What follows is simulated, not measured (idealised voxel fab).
Module name: voxel plated lines (process module)
Section shown: cut. Width: 190 nm. Cell size: 5 nm, square.
This document writes a cross-section as a grid whose cells are square, and gives it as bands, listed from the top down; one or more rows of cells form a band.
Band: top and bottom heights (nm) first, top before bottom; then materials from left to right, widths in nm. "everywhere" marks a sole material filling the band edge to edge. "blank" denotes empty space.
The reference from which all heights are counted is 0, the level beneath which the as-received wafer is entirely one material; the lowest band, having no lower bound, proceeds downward and is written after the example "0 nm and below".
It should be noted that a width expressed as "30->40" varies in equal increments from row to row of cells within the band, taking the value of the first number at the top row and that of the second number at the bottom row.
"remained unchanged" after a step means that no cell of the cross-section changed.
Under "Trapped cavities" you'll find the enclosed gaps, the ones with no way out to the top, that are 8 cells or bigger; each reads width x height at distance, with distance counted from the left edge, everything in nm.
On a step's line, text after the settings is the simulator commenting on that step.
overlay nm: right-of-plan distance of the mask on a masked step; negative values mean left-of-plan.
Set out below are the planned steps of the process
1 op RECEIVE | material Si
2 op CONFORMAL_DEP | material Al2O3 | thk nm 15
3 op DIRECTIONAL_DEP | material TiN | thk nm 5
4 op PATTERN | tone open | mask id LINES | material resist | width nm 15 | pitch nm 40 | thk nm 15 | overlay nm 0
5 op EPI | material Ru | thk nm 10
6 op STRIP | etch materials resist
7 op DIRECTIONAL_ETCH | etch materials TiN | depth nm 5
8 op CONFORMAL_DEP | material SiCN | thk nm 5
The plan's step 4 width nm is the first wafer's value; the wafers differ in this setting and start identical.
Cross-section of the first incoming wafer of several, state after step 1
  0 nm and below = Si everywhere
  Trapped cavities: none
Basically each wafer gets a line in the table, showing it at the end of the module: material by material, the cells it gained (+) or lost (-) since we got it, then its closed voids
width nm 15, +114 Al2O3, +18 Ru, +56 SiCN, +9 TiN, Trapped cavities: none
width nm 20, +114 Al2O3, +24 Ru, +56 SiCN, +12 TiN, Trapped cavities: none
width nm 25, +114 Al2O3, +30 Ru, +56 SiCN, +15 TiN, Trapped cavities: none
